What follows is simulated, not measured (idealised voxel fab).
Process module under the name voxel double patterning
Section cut is 220 nm wide and gridded with 5 nm square cells.
Throughout this document, each cross-section is represented as a grid of square cells and is presented as a sequence of bands enumerated from the top downward, where a band comprises one or more rows of cells. First you get the band's top height and its bottom height, in nm, and then the materials it's made of, left to right, with each width in nm. If you see a single material with "everywhere", that one covers the band edge to edge. "empty" is empty space. Basically, 0 is our baseline, since under it the wafer straight out of the box is all one material. The bottom band has no lower end and keeps on going down, so it looks like "from 0 down". Width: "30->40" (first number = top row, second number = bottom row, same change from row to row of cells). Step marked "all unchanged"? Then no cell in the cross-section changed in it. "Closed void table" specifies each empty space that is not open to the top and that occupies no fewer than 8 cells, using the form width x height at distance, the distance measured from the left edge and all three quantities in nm. Past the settings on a step's line: simulator remark, on that step. overlay nm: step with mask; distance mask lay right of planned place; negative value = left of planned place.

This section lists the process steps that were planned
1) RECEIVE (material Si)
2) CONFORMAL_DEP (material SiO2; thk nm 10)
3) DIRECTIONAL_DEP (material W; thk nm 15)
4) DIRECTIONAL_DEP (material SiCN; thk nm 5)
5) DIRECTIONAL_DEP (material aC; thk nm 10)
6) PATTERN (tone open; mask id FIRST; material resist; width nm 15; pitch nm 50; thk nm 25; overlay nm 0)
7) DIRECTIONAL_ETCH (etch materials aC; depth nm 10)
8) STRIP (etch materials resist)
9) DIRECTIONAL_ETCH (etch materials SiCN; depth nm 5)
10) STRIP (etch materials aC)
11) DIRECTIONAL_DEP (material aC; thk nm 10)
12) PATTERN (tone open; mask id SECOND; material resist; width nm 15; pitch nm 50; thk nm 30; overlay nm 0)
13) DIRECTIONAL_ETCH (etch materials aC; depth nm 10)
14) STRIP (etch materials resist)
15) DIRECTIONAL_ETCH (etch materials SiCN; depth nm 5)
16) STRIP (etch materials aC)
17) DIRECTIONAL_ETCH (etch materials W; depth nm 15)
18) STRIP (etch materials SiCN)

Account of the first of two wafers, which was processed as intended

Cross-section of the wafer as it came to us, i.e., already through step 1
	from 0 down: Si everywhere
	Closed void table: none

Step 2 complete: cross-section through the wafer
	from 10 to 0: SiO2 everywhere
	below 0: unchanged

Step 3 complete: cross-section through the wafer
	from 25 to 10: W everywhere
	below 10: unchanged

Step 4 complete: cross-section through the wafer
	from 30 to 25: SiCN everywhere
	below 25: unchanged

Step 5 complete: cross-section through the wafer
	from 40 to 30: aC everywhere
	below 30: unchanged

Step 6 complete: cross-section through the wafer
	from 65 to 40: 50 resist; 15 empty; 35 resist; 15 empty; 35 resist; 15 empty; 55 resist
	below 40: unchanged

Step 7 complete: cross-section through the wafer
	from 55 to 40: 50 resist; 15 empty; 35 resist; 15 empty; 35 resist; 15 empty; 55 resist
	from 40 to 30: 50 aC; 15 empty; 35 aC; 15 empty; 35 aC; 15 empty; 55 aC
	below 30: unchanged

Step 8 complete: cross-section through the wafer
	from 40 to 30: 50 aC; 15 empty; 35 aC; 15 empty; 35 aC; 15 empty; 55 aC
	below 30: unchanged

Step 9 complete: cross-section through the wafer
	from 40 to 30: 50 aC; 15 empty; 35 aC; 15 empty; 35 aC; 15 empty; 55 aC
	from 30 to 25: 50 SiCN; 15 empty; 35 SiCN; 15 empty; 35 SiCN; 15 empty; 55 SiCN
	below 25: unchanged

Step 10 complete: cross-section through the wafer
	from 30 to 25: 50 SiCN; 15 empty; 35 SiCN; 15 empty; 35 SiCN; 15 empty; 55 SiCN
	below 25: unchanged

Step 11 complete: cross-section through the wafer
	from 40 to 35: 50 aC; 15 empty; 35 aC; 15 empty; 35 aC; 15 empty; 55 aC
	from 35 to 30: aC everywhere
	from 30 to 25: 50 SiCN; 15 aC; 35 SiCN; 15 aC; 35 SiCN; 15 aC; 55 SiCN
	below 25: unchanged

Step 12 complete: cross-section through the wafer
	from 70 to 40: 75 resist; 15 empty; 35 resist; 15 empty; 80 resist
	from 40 to 35: 50 aC; 15 resist; 35 aC; 15 resist; 35 aC; 15 resist; 55 aC
	below 35: unchanged

Step 13 complete: cross-section through the wafer
	from 60 to 40: 75 resist; 15 empty; 35 resist; 15 empty; 80 resist
	from 40 to 35: 50 aC; 15 resist; 10 aC; 15 empty; 10 aC; 15 resist; 10 aC; 15 empty; 10 aC; 15 resist; 55 aC
	from 35 to 30: 75 aC; 15 empty; 35 aC; 15 empty; 80 aC
	below 30: unchanged

Step 14 complete: cross-section through the wafer
	from 40 to 35: 50 aC; 15 empty; 10 aC; 15 empty; 10 aC; 15 empty; 10 aC; 15 empty; 10 aC; 15 empty; 55 aC
	below 35: unchanged

Step 15 complete: cross-section through the wafer
	from 40 to 35: 50 aC; 15 empty; 10 aC; 15 empty; 10 aC; 15 empty; 10 aC; 15 empty; 10 aC; 15 empty; 55 aC
	from 35 to 30: 75 aC; 15 empty; 35 aC; 15 empty; 80 aC
	from 30 to 25: 50 SiCN; 15 aC; 10 SiCN; 15 empty; 10 SiCN; 15 aC; 10 SiCN; 15 empty; 10 SiCN; 15 aC; 55 SiCN
	below 25: unchanged

Step 16 complete: cross-section through the wafer
	from 30 to 25: 50 SiCN; 15 empty; 10 SiCN; 15 empty; 10 SiCN; 15 empty; 10 SiCN; 15 empty; 10 SiCN; 15 empty; 55 SiCN
	below 25: unchanged

Step 17 complete: cross-section through the wafer
	from 30 to 25: 50 SiCN; 15 empty; 10 SiCN; 15 empty; 10 SiCN; 15 empty; 10 SiCN; 15 empty; 10 SiCN; 15 empty; 55 SiCN
	from 25 to 10: 50 W; 15 empty; 10 W; 15 empty; 10 W; 15 empty; 10 W; 15 empty; 10 W; 15 empty; 55 W
	below 10: unchanged

Step 18 complete: cross-section through the wafer
	from 25 to 10: 50 W; 15 empty; 10 W; 15 empty; 10 W; 15 empty; 10 W; 15 empty; 10 W; 15 empty; 55 W
	below 10: unchanged

For the second wafer, take the first wafer's start and plan, then add one mistake made in running it; everything through step 1, that step included, is shared with the first

Cross-section: second wafer, time at which step 2 was scheduled to end: all unchanged

Cross-section: second wafer, time at which step 3 was scheduled to end
	from 15 to 0: W everywhere
	below 0: unchanged

Cross-section: second wafer, time at which step 4 was scheduled to end
	from 20 to 15: SiCN everywhere
	below 15: unchanged

Cross-section: second wafer, time at which step 5 was scheduled to end
	from 30 to 20: aC everywhere
	below 20: unchanged

Cross-section: second wafer, time at which step 6 was scheduled to end
	from 55 to 30: 50 resist; 15 empty; 35 resist; 15 empty; 35 resist; 15 empty; 55 resist
	below 30: unchanged

Cross-section: second wafer, time at which step 7 was scheduled to end
	from 45 to 30: 50 resist; 15 empty; 35 resist; 15 empty; 35 resist; 15 empty; 55 resist
	from 30 to 20: 50 aC; 15 empty; 35 aC; 15 empty; 35 aC; 15 empty; 55 aC
	below 20: unchanged

Cross-section: second wafer, time at which step 8 was scheduled to end
	from 30 to 20: 50 aC; 15 empty; 35 aC; 15 empty; 35 aC; 15 empty; 55 aC
	below 20: unchanged

Cross-section: second wafer, time at which step 9 was scheduled to end
	from 30 to 20: 50 aC; 15 empty; 35 aC; 15 empty; 35 aC; 15 empty; 55 aC
	from 20 to 15: 50 SiCN; 15 empty; 35 SiCN; 15 empty; 35 SiCN; 15 empty; 55 SiCN
	below 15: unchanged

Cross-section: second wafer, time at which step 10 was scheduled to end
	from 20 to 15: 50 SiCN; 15 empty; 35 SiCN; 15 empty; 35 SiCN; 15 empty; 55 SiCN
	below 15: unchanged

Cross-section: second wafer, time at which step 11 was scheduled to end
	from 30 to 25: 50 aC; 15 empty; 35 aC; 15 empty; 35 aC; 15 empty; 55 aC
	from 25 to 20: aC everywhere
	from 20 to 15: 50 SiCN; 15 aC; 35 SiCN; 15 aC; 35 SiCN; 15 aC; 55 SiCN
	below 15: unchanged

Cross-section: second wafer, time at which step 12 was scheduled to end
	from 60 to 30: 75 resist; 15 empty; 35 resist; 15 empty; 80 resist
	from 30 to 25: 50 aC; 15 resist; 35 aC; 15 resist; 35 aC; 15 resist; 55 aC
	below 25: unchanged

Cross-section: second wafer, time at which step 13 was scheduled to end
	from 50 to 30: 75 resist; 15 empty; 35 resist; 15 empty; 80 resist
	from 30 to 25: 50 aC; 15 resist; 10 aC; 15 empty; 10 aC; 15 resist; 10 aC; 15 empty; 10 aC; 15 resist; 55 aC
	from 25 to 20: 75 aC; 15 empty; 35 aC; 15 empty; 80 aC
	below 20: unchanged

Cross-section: second wafer, time at which step 14 was scheduled to end
	from 30 to 25: 50 aC; 15 empty; 10 aC; 15 empty; 10 aC; 15 empty; 10 aC; 15 empty; 10 aC; 15 empty; 55 aC
	below 25: unchanged

Cross-section: second wafer, time at which step 15 was scheduled to end
	from 30 to 25: 50 aC; 15 empty; 10 aC; 15 empty; 10 aC; 15 empty; 10 aC; 15 empty; 10 aC; 15 empty; 55 aC
	from 25 to 20: 75 aC; 15 empty; 35 aC; 15 empty; 80 aC
	from 20 to 15: 50 SiCN; 15 aC; 10 SiCN; 15 empty; 10 SiCN; 15 aC; 10 SiCN; 15 empty; 10 SiCN; 15 aC; 55 SiCN
	below 15: unchanged

Cross-section: second wafer, time at which step 16 was scheduled to end
	from 20 to 15: 50 SiCN; 15 empty; 10 SiCN; 15 empty; 10 SiCN; 15 empty; 10 SiCN; 15 empty; 10 SiCN; 15 empty; 55 SiCN
	below 15: unchanged

Cross-section: second wafer, time at which step 17 was scheduled to end
	from 20 to 15: 50 SiCN; 15 empty; 10 SiCN; 15 empty; 10 SiCN; 15 empty; 10 SiCN; 15 empty; 10 SiCN; 15 empty; 55 SiCN
	from 15 to 0: 50 W; 15 empty; 10 W; 15 empty; 10 W; 15 empty; 10 W; 15 empty; 10 W; 15 empty; 55 W
	below 0: unchanged

Cross-section: second wafer, time at which step 18 was scheduled to end
	from 15 to 0: 50 W; 15 empty; 10 W; 15 empty; 10 W; 15 empty; 10 W; 15 empty; 10 W; 15 empty; 55 W
	below 0: unchanged
Here's what went sideways: step 2 was left out
Final comparison by cell count, materials where the second wafer has more or fewer than the first: -88 SiO2
